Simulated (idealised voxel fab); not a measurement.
Process module in this document: voxel local oxidation
Xsec cut, 220 nm wide, square cell size 5 nm.
A cross-section in this document is a grid of square cells, and it is written down as bands, the top band listed before the ones below it; a band is made up of one or more rows of cells. Read a band's entry like this: the first values are the height of its top and the height of its bottom in nm, and what follows is the sequence of materials from left to right, each with its width in nm. Note that "air" is empty space, and that a single material marked "full width" reaches across the band from edge to edge. Measure heights from 0. That's the level where, below it, the as-received wafer is all one material. The lowest band is bottomless and extends downward; write it as in "0 down". Graded width ("30..40"): value in top row of band = first number; value in bottom row = second number; row-to-row change constant. Reading "no alteration" for a step: not a cell of the cross-section changed in it. Catalogued sealed voids: empty space of 8 cells or more with no open way to the top, each as width x height at its distance from the left edge, in nm. Post-settings text on a step line: simulator's own remark regarding the step. overlay nm: step with mask; distance mask lay right of planned place; negative value = left of planned place.

List of planned process steps
1,RECEIVE with material Si
2,OXIDIZE with depth nm 5
3,CONFORMAL_DEP with material SiN, thk nm 10
4,DIRECTIONAL_DEP with material aC, thk nm 10
5,PATTERN with tone cover, mask id ACTIVE, material resist, width nm 115, thk nm 25, overlay nm 0
6,DIRECTIONAL_ETCH with etch materials aC, depth nm 10
7,STRIP with etch materials resist
8,DIRECTIONAL_ETCH with etch materials SiN, depth nm 10
9,STRIP with etch materials aC
10,SELECTIVE_ETCH with etch materials SiO2, depth nm 5
11,OXIDIZE with depth nm 15
12,STRIP with etch materials SiN

First of two wafers, with the run carried out as planned

This is the cross-section of the wafer as we received it, i.e. after step 1
* 0 down: Si full width
* Catalogued sealed voids: none

Presented here is a cross-section of the wafer after step 2 has been performed
* 0 to -5: SiO2 full width
* Everything below -5 is unchanged.

Presented here is a cross-section of the wafer after step 3 has been performed
* 10 to 0: SiN full width
* Everything below 0 is unchanged.

Presented here is a cross-section of the wafer after step 4 has been performed
* 20 to 10: aC full width
* Everything below 10 is unchanged.

Presented here is a cross-section of the wafer after step 5 has been performed
* 45 to 20: 50 air, then 115 resist, then 55 air
* Everything below 20 is unchanged.

Presented here is a cross-section of the wafer after step 6 has been performed
* 35 to 20: 50 air, then 115 resist, then 55 air
* 20 to 10: 50 air, then 115 aC, then 55 air
* Everything below 10 is unchanged.

Presented here is a cross-section of the wafer after step 7 has been performed
* 20 to 10: 50 air, then 115 aC, then 55 air
* Everything below 10 is unchanged.

Presented here is a cross-section of the wafer after step 8 has been performed
* 20 to 10: 50 air, then 115 aC, then 55 air
* 10 to 0: 50 air, then 115 SiN, then 55 air
* Everything below 0 is unchanged.

Presented here is a cross-section of the wafer after step 9 has been performed
* 10 to 0: 50 air, then 115 SiN, then 55 air
* Everything below 0 is unchanged.

Presented here is a cross-section of the wafer after step 10 has been performed
* 10 to 0: 50 air, then 115 SiN, then 55 air
* 0 to -5: 55 air, then 105 SiO2, then 60 air
* Everything below -5 is unchanged.

Presented here is a cross-section of the wafer after step 11 has been performed
* 10 to 0: 50 air, then 115 SiN, then 55 air
* 0 to -5: 55 air, then 105 SiO2, then 60 air
* -5 to -20: 70 SiO2, then 75 Si, then 75 SiO2
* Everything below -20 is unchanged.

Presented here is a cross-section of the wafer after step 12 has been performed
* 0 to -5: 55 air, then 105 SiO2, then 60 air
* Everything below -5 is unchanged.

Second wafer: same start and same plan as the first, one execution error; identical to the first through step 6

The second wafer cut through, at the time step 7 was supposed to be finished
* 20 to 10: 50 air, then 115 aC, then 55 air
* Everything below 10 is unchanged.

The second wafer cut through, at the time step 8 was supposed to be finished
* 20 to 10: 50 air, then 115 aC, then 55 air
* 10 to 0: 50 air, then 115 SiN, then 55 air
* Everything below 0 is unchanged.

The second wafer cut through, at the time step 9 was supposed to be finished
* 10 to 0: 50 air, then 115 SiN, then 55 air
* Everything below 0 is unchanged.

The second wafer cut through, at the time step 10 was supposed to be finished
* 10 to 0: 50 air, then 115 SiN, then 55 air
* 0 to -5: 55 air, then 105 SiO2, then 60 air
* Everything below -5 is unchanged.

The second wafer cut through, at the time step 11 was supposed to be finished
* 10 to 0: 50 air, then 115 SiN, then 55 air
* 0 to -5: 55 air, then 105 SiO2, then 60 air
* -5 to -20: 70 SiO2, then 75 Si, then 75 SiO2
* Everything below -20 is unchanged.

The second wafer cut through, at the time step 12 was supposed to be finished
* 0 to -5: 55 air, then 105 SiO2, then 60 air
* Everything below -5 is unchanged.
Here's what went sideways: heads up, step 7 of the plan got done twice
It should be noted that the final cross-sections of the two wafers coincide, and the mistake therefore has no effect on the output of this model.
